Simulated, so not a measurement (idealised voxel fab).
The following process module bears the name voxel air gaps.
For reference, the cross-section in this document is cut, with width 215 nm and square cells of 5 nm.
A cross-section is a grid of square cells, given in bands from the top down. A band is one or more rows of cells. First you get the band's top height and its bottom height, in nm, and then the materials it's made of, left to right, with each width in nm. If you see a single material with "full width", that one covers the band edge to edge. "blank" is empty space. Height 0 is the level under which the wafer as received is all one material. The lowest band goes on downwards, as in "0 down". Width "30->40": first value at the band's top row of cells, second value at its bottom row, equal change from row to row. When a step is marked "no change", none of the cells in the cross-section changed during that step. You'll see "Enclosed cavity list" listing empty spaces that have no way open to the top, as long as they're 8 cells or more; the notation is width x height at distance, where the distance is from the left edge, and all of it is in nm. Read whatever lies past the settings on a step's line as the simulator's own remark about the step. Regarding "overlay nm": on a step with a mask, it is the distance the mask lay to the right of its planned place; a negative value places it to the left.
plan
1. RECEIVE | material Si
2. CONFORMAL_DEP | material SiO2 | thk nm 10
3. CONFORMAL_DEP | material SiN | thk nm 5
4. DIRECTIONAL_DEP | material SiO2 | thk nm 40
5. DIRECTIONAL_DEP | material aC | thk nm 10
6. PATTERN | tone open | mask id LINES | material resist | width nm 20 | pitch nm 45 | thk nm 25 | overlay nm -15
7. DIRECTIONAL_ETCH | etch materials aC | depth nm 10
8. STRIP | etch materials resist
9. DIRECTIONAL_ETCH | etch materials SiO2 | depth nm 40
10. STRIP | etch materials aC
11. CONFORMAL_DEP | material TiN | thk nm 5
12. FILL_DEP | material Ru | thk nm 5
13. CMP | height nm 55
14. EPI | material Ru | thk nm 10
15. SELECTIVE_ETCH | etch materials SiO2 | depth nm 50
16. CONFORMAL_DEP | material SiN | thk nm 5
Wafer-to-wafer difference: overlay nm, step 6. Common start. Plan = first wafer's value.
Sectional view: first of several wafers, as received, after step 1
0 down: Si full width
Enclosed cavity list: none
What follows is a table in which each wafer occupies a row; for the wafer as it stands at the close of the module, the row states, material by material, how many cells have been gained (+) or lost (-) since receipt, and then gives its closed voids
overlay nm -15, +120 Ru, +186 SiN, +86 SiO2, +72 TiN, Enclosed cavity list: 10 x 30 at 0; 15 x 30 at 40; 15 x 30 at 85; 15 x 30 at 130
overlay nm -10, +120 Ru, +186 SiN, +86 SiO2, +72 TiN, Enclosed cavity list: 15 x 30 at 45; 15 x 30 at 90; 15 x 30 at 135
overlay nm -5, +120 Ru, +186 SiN, +86 SiO2, +72 TiN, Enclosed cavity list: 15 x 30 at 50; 15 x 30 at 95; 15 x 30 at 140
overlay nm 0, +120 Ru, +186 SiN, +86 SiO2, +72 TiN, Enclosed cavity list: 15 x 30 at 55; 15 x 30 at 100; 15 x 30 at 145
overlay nm 5, +120 Ru, +186 SiN, +86 SiO2, +72 TiN, Enclosed cavity list: 15 x 30 at 60; 15 x 30 at 105; 15 x 30 at 150
overlay nm 10, +120 Ru, +186 SiN, +86 SiO2, +72 TiN, Enclosed cavity list: 15 x 30 at 65; 15 x 30 at 110; 15 x 30 at 155
overlay nm 15, +120 Ru, +186 SiN, +86 SiO2, +72 TiN, Enclosed cavity list: 15 x 30 at 70; 15 x 30 at 115; 15 x 30 at 160; 10 x 30 at 205
